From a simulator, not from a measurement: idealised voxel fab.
Process module in this document: voxel self aligned contacts
Cross-sectional view cut (width: 235 nm; square cell size: 5 nm).
Reading order for cross-sections: top band down to bottom band. Underlying form: a grid of square cells. Band size: one or more rows of cells. This entry defines a band. It first specifies the height of the band's top and the height of its bottom in nm, and then specifies the band's materials from left to right, stating each material with its width in nm. The word "all across" identifies a single material that fills the band from edge to edge, while the word "air" identifies empty space. Below 0: as-received wafer, all one material; heights counted from there. Lowest band: no bottom, goes on down, written "0..down". The notation "30 to 40" denotes a width that varies across the rows of cells in the band, beginning at the first number in the top row, finishing at the second number in the bottom row, and changing by an identical amount from each row to the next. For the purposes of this document, the phrase "nothing was modified" attached to a step denotes that no cell within the cross-section was modified by that step. Heads up: "Trapped voids" only lists the empty pockets with no open path to the top that are 8 cells or more, and it writes them as width x height at distance, distance from the left edge, in nm. Formally, on a step line, whatever follows the settings is a remark that the simulator itself makes on the step. "overlay nm" on a masked step: distance the mask lay right of its planned place, negative for left.

Steps in the process plan
1,RECEIVE | material Si
2,OXIDIZE | depth nm 5
3,DIRECTIONAL_DEP | material polySi | thk nm 25
4,DIRECTIONAL_DEP | material SiN | thk nm 15
5,PATTERN | tone cover | mask id GATE | material resist | width nm 25 | pitch nm 50 | thk nm 20 | overlay nm 0
6,DIRECTIONAL_ETCH | etch materials SiN | depth nm 15
7,DIRECTIONAL_ETCH | etch materials polySi | depth nm 25
8,STRIP | etch materials resist
9,CONFORMAL_DEP | material SiN | thk nm 5
10,DIRECTIONAL_ETCH | etch materials SiN | depth nm 5
11,FILL_DEP | material SiO2 | thk nm 20
12,CMP | height nm 50
13,DIRECTIONAL_DEP | material aC | thk nm 10
14,PATTERN | tone open | mask id CONTACT | material resist | width nm 35 | pitch nm 50 | thk nm 30 | overlay nm 0
15,DIRECTIONAL_ETCH | etch materials aC | depth nm 10
16,STRIP | etch materials resist
17,DIRECTIONAL_ETCH | etch materials SiO2 | depth nm 55
18,STRIP | etch materials aC
19,CONFORMAL_DEP | material TiN | thk nm 5
20,FILL_DEP | material Ru | thk nm 10
21,CMP | height nm 50
22,CONFORMAL_DEP | material SiCN | thk nm 5

So this is the incoming wafer in cross-section - it's already been through step 1
    0..down = Si all across
    Trapped voids: none

Wafer cross-section at module end: first of two, run to plan
    55..50 = SiCN all across
    50..40 = SiO2=75 | TiN=5 to 15 | Ru=25 to 5 | TiN=5 to 15 | SiO2=15 | TiN=5 to 15 | Ru=25 to 5 | TiN=5 to 15 | SiO2=75
    40..25 = SiO2=50 | SiN=35 | TiN=5 | Ru=5 | TiN=5 | SiN=35 | TiN=5 | Ru=5 | TiN=5 | SiN=35 | SiO2=50
    25..0 = SiO2=50 | SiN=5 | polySi=25 | SiN=5 | TiN=5 | Ru=5 | TiN=5 | SiN=5 | polySi=25 | SiN=5 | TiN=5 | Ru=5 | TiN=5 | SiN=5 | polySi=25 | SiN=5 | SiO2=50
    0..-5 = SiO2=85 | TiN=15 | SiO2=35 | TiN=15 | SiO2=85
    -5..down = Si all across
    Trapped voids: none

Cross-section at end of module for the second wafer of two, which matched the first in starting point and plan and differed by one mistake in its processing
    55..50 = SiCN all across
    50..40 = SiO2=75 | TiN=5 to 15 | Ru=25 to 5 | TiN=5 to 15 | SiO2=15 | TiN=5 to 15 | Ru=25 to 5 | TiN=5 to 15 | SiO2=75
    40..35 = SiO2=50 | SiN=35 | TiN=5 | Ru=5 | TiN=5 | SiN=35 | TiN=5 | Ru=5 | TiN=5 | SiN=35 | SiO2=50
    35..30 = SiO2=50 | SiN=35 | TiN=15 | SiN=35 | TiN=15 | SiN=35 | SiO2=50
    30..25 = SiN all across
    25..0 = polySi all across
    0..-5 = SiO2 all across
    -5..down = Si all across
    Trapped voids: none
Plan not followed: step 6 off recipe, ran as DIRECTIONAL_ETCH | etch materials SiN | depth nm 10
Bottom line after processing is that, in cells, the second wafer is up or down on some materials versus the first: Ru -14 | SiN -4 | SiO2 -114 | TiN -28 | polySi +160
